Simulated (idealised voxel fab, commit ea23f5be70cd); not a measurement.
process module | voxel self aligned contacts
cross-section cut | 230 nm wide | cells 5 nm
A cross-section is a grid of square cells, given in bands from the top down. A band is one or more rows of cells.
Each band's line starts with the height of the band's top and of its bottom, in nm. Then come its materials from left to right, each with its width in nm. One material with "throughout" fills the band from edge to edge. "air" is empty space.
Height 0 is the level under which the wafer as received is all one material. The lowest band goes on downwards, as in "0 down".
A width such as "30 to 40" changes by the same amount from each row of cells to the next, from the band's top row to its bottom row.
"no change" after a step means that no cell of the cross-section changed.
closed voids: empty space of 8 cells or more with no open way to the top, each as width x height at its distance from the left edge, in nm
after a step's settings: what the simulator itself notes on the step
overlay nm, on a step with a mask: how far to the right of its planned place the mask lay; to the left if negative
plan
1 op RECEIVE | material Si
2 op CONFORMAL_DEP | material SiO2 | thk nm 5
3 op DIRECTIONAL_DEP | material polySi | thk nm 25
4 op DIRECTIONAL_DEP | material SiN | thk nm 20
5 op DIRECTIONAL_DEP | material aC | thk nm 15
6 op PATTERN | tone cover | mask id GATE | material resist | width nm 30 | pitch nm 55 | thk nm 30 | overlay nm 0
7 op DIRECTIONAL_ETCH | etch materials aC | depth nm 15
8 op STRIP | etch materials resist
9 op DIRECTIONAL_ETCH | etch materials SiN | depth nm 20
10 op DIRECTIONAL_ETCH | etch materials polySi | depth nm 25
11 op STRIP | etch materials aC
12 op CONFORMAL_DEP | material SiN | thk nm 5
13 op DIRECTIONAL_ETCH | etch materials SiN | depth nm 5
14 op FILL_DEP | material SiO2 | thk nm 15
15 op CMP | height nm 60
16 op DIRECTIONAL_DEP | material aC | thk nm 15
17 op PATTERN | tone open | mask id CONTACT | material resist | width nm 35 | thk nm 35 | overlay nm 0
18 op DIRECTIONAL_ETCH | etch materials aC | depth nm 15
19 op STRIP | etch materials resist
20 op DIRECTIONAL_ETCH | etch materials SiO2 | depth nm 60
21 op STRIP | etch materials aC
22 op CONFORMAL_DEP | material TiN | thk nm 5
23 op FILL_DEP | material W | thk nm 5
24 op CMP | height nm 60
25 op CONFORMAL_DEP | material SiN | thk nm 5
as received, after step 1
  0 down: Si throughout
  closed voids: none
first wafer at the end, as planned
  65 to 60: SiN throughout
  60 to 50: SiO2 95 | TiN 5 to 15 | W 25 to 5 | TiN 5 to 15 | SiO2 100
  50 to 30: SiO2 65 | SiN 40 | TiN 5 | W 5 | TiN 5 | SiN 40 | SiO2 70
  30 to 5: SiO2 65 | SiN 5 | polySi 30 | SiN 5 | TiN 5 | W 5 | TiN 5 | SiN 5 | polySi 30 | SiN 5 | SiO2 70
  5 to 0: SiO2 105 | TiN 15 | SiO2 110
  0 down: Si throughout
  closed voids: none
second wafer at the end: like start, like plan, one mistake
  65 to 60: SiN throughout
  60 to 50: SiO2 95 | TiN 5 to 15 | W 25 to 5 | TiN 5 to 15 | SiO2 100
  50 to 30: SiO2 65 | SiN 40 | TiN 5 | W 5 | TiN 5 | SiN 40 | SiO2 70
  30 to 25: SiO2 105 | TiN 15 | SiO2 110
  25 to 0: polySi throughout
  0 down: Si throughout
  closed voids: none
what went wrong: steps 2 and 3 were swapped
at the end the second wafer has, in cells: 20 fewer of SiN | 135 fewer of SiO2 | 10 fewer of TiN | 5 fewer of W | 170 more of polySi
